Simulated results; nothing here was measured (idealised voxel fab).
process module | voxel double patterning
cross-section cut | 165 nm wide | cells 5 nm
A cross-section is a grid of square cells, given in bands from the top down. A band is one or more rows of cells.
Each band's line starts with the height of the band's top and of its bottom, in nm. Then come its materials from left to right, each with its width in nm. One material with "throughout" fills the band from edge to edge. "air" is empty space.
Height 0 is the level under which the wafer as received is all one material. The lowest band goes on downwards, as in "0 down".
A width such as "30 to 40" changes by the same amount from each row of cells to the next, from the band's top row to its bottom row.
"no change" after a step means that no cell of the cross-section changed.
closed voids: empty space of 8 cells or more with no open way to the top, each as width x height at its distance from the left edge, in nm
after a step's settings: what the simulator itself notes on the step
overlay nm, on a step with a mask: how far to the right of its planned place the mask lay; to the left if negative
plan
1 op RECEIVE | material Si
2 op CONFORMAL_DEP | material SiO2 | thk nm 10
3 op DIRECTIONAL_DEP | material TiN | thk nm 20
4 op DIRECTIONAL_DEP | material SiCN | thk nm 5
5 op DIRECTIONAL_DEP | material aC | thk nm 15
6 op PATTERN | tone open | mask id FIRST | material resist | width nm 15 | pitch nm 50 | thk nm 35 | overlay nm 0
7 op DIRECTIONAL_ETCH | etch materials aC | depth nm 15
8 op STRIP | etch materials resist
9 op DIRECTIONAL_ETCH | etch materials SiCN | depth nm 5
10 op STRIP | etch materials aC
11 op PATTERN | tone open | mask id SECOND | material resist | width nm 15 | pitch nm 50 | thk nm 20 | overlay nm 0
12 op DIRECTIONAL_ETCH | etch materials SiCN | depth nm 5
13 op STRIP | etch materials resist
14 op DIRECTIONAL_ETCH | etch materials TiN | depth nm 20
15 op STRIP | etch materials SiCN
as received, after step 1
  0 down: Si throughout
  closed voids: none
first wafer at the end, as planned
  30 to 10: TiN 25 | air 15 | TiN 10 | air 15 | TiN 10 | air 15 | TiN 10 | air 15 | TiN 10 | air 15 | TiN 25
  10 to 0: SiO2 throughout
  0 down: Si throughout
  closed voids: none
second wafer at the end: like start, like plan, one mistake
  30 to 10: TiN 25 | air 30 | TiN 20 | air 30 | TiN 20 | air 15 | TiN 25
  10 to 0: SiO2 throughout
  0 down: Si throughout
  closed voids: none
what went wrong: step 11 ran as: op PATTERN | tone open | mask id SECOND | material resist | width nm 15 | pitch nm 50 | thk nm 20 | overlay nm -10
at the end the second wafer has, in cells: as many of each material as the first, in other places
